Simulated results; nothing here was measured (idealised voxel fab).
Process module heading - voxel ribs on slabs
For reference, the cross-section in this document is cut, with width 190 nm and square cells of 5 nm.
Throughout this document, each cross-section is represented as a grid of square cells and is presented as a sequence of bands enumerated from the top downward, where a band comprises one or more rows of cells.
In this notation a band is specified by the heights of its top and bottom, in that order and in nm, after which its materials appear from left to right, each paired with its width in nm. The word "all across" attached to a single material means that material fills the band from edge to edge; the word "empty" stands for empty space.
Measure heights from 0. That's the level where, below it, the as-received wafer is all one material. The lowest band is bottomless and extends downward; write it as in "0..down".
When a width is written as two numbers, as in "30..40", the first number is the width in the top row of cells of the band and the second is the width in its bottom row, and the width changes by the same amount from each row to the next.
It should be understood that the words "remained unchanged", when stated for a given step, signify that the cross-section underwent no change in any of its cells during that step.
"Enclosed void list" contains a list of empty spaces, each no smaller than 8 cells and without an open way to the top, written in the form width x height at distance with the distance from the left edge and all three in nm.
Note: text after step settings on the step line = simulator remark on that step.
Steps that use a mask can have "overlay nm" on their line. It says how far the mask sat to the right of where it was meant to be. Negative means to the left.
-- These are the steps we planned for the process
1 RECEIVE | material Si
2 DIRECTIONAL_DEP | material SiO2 | thk nm 30
3 DIRECTIONAL_DEP | material polySi | thk nm 20
4 DIRECTIONAL_DEP | material aC | thk nm 10
5 PATTERN | tone cover | mask id RIB | material resist | width nm 30 | thk nm 30 | overlay nm 0
6 DIRECTIONAL_ETCH | etch materials aC | depth nm 10
7 STRIP | etch materials resist
8 DIRECTIONAL_ETCH | etch materials polySi | depth nm 5
9 STRIP | etch materials aC
10 DIRECTIONAL_DEP | material aC | thk nm 10
11 PATTERN | tone cover | mask id SLAB | material resist | width nm 80 | thk nm 25 | overlay nm 0
12 DIRECTIONAL_ETCH | etch materials aC | depth nm 10
13 STRIP | etch materials resist
14 DIRECTIONAL_ETCH | etch materials polySi | depth nm 15
15 STRIP | etch materials aC
16 FILL_DEP | material SiO2 | thk nm 30
17 CMP | height nm 70
18 DIRECTIONAL_DEP | material TiN | thk nm 5
19 PATTERN | tone cover | mask id HEATER | material resist | width nm 40 | thk nm 20 | overlay nm 0
20 DIRECTIONAL_ETCH | etch materials TiN | depth nm 5
21 STRIP | etch materials resist
22 CONFORMAL_DEP | material SiO2 | thk nm 10
-- This is the cross-section of the wafer as we received it, i.e. after step 1
* 0..down = Si all across
* Enclosed void list: none
-- Below is the wafer in cross-section after the module was completed. It began from the starting point shown above and followed the plan shown above, except that one mistake was made while running it
* 85..80 = 85 nm SiO2 / 20 nm empty / 85 nm SiO2
* 80..75 = SiO2 all across
* 75..70 = 75 nm TiN / 40 nm SiO2 / 75 nm TiN
* 70..50 = SiO2 all across
* 50..45 = 80 nm SiO2 / 30 nm polySi / 80 nm SiO2
* 45..30 = 55 nm SiO2 / 80 nm polySi / 55 nm SiO2
* 30..0 = SiO2 all across
* 0..down = Si all across
* Enclosed void list: none
Processing error: not per plan at step 19, really ran PATTERN | tone open | mask id HEATER | material resist | width nm 40 | thk nm 20 | overlay nm 0
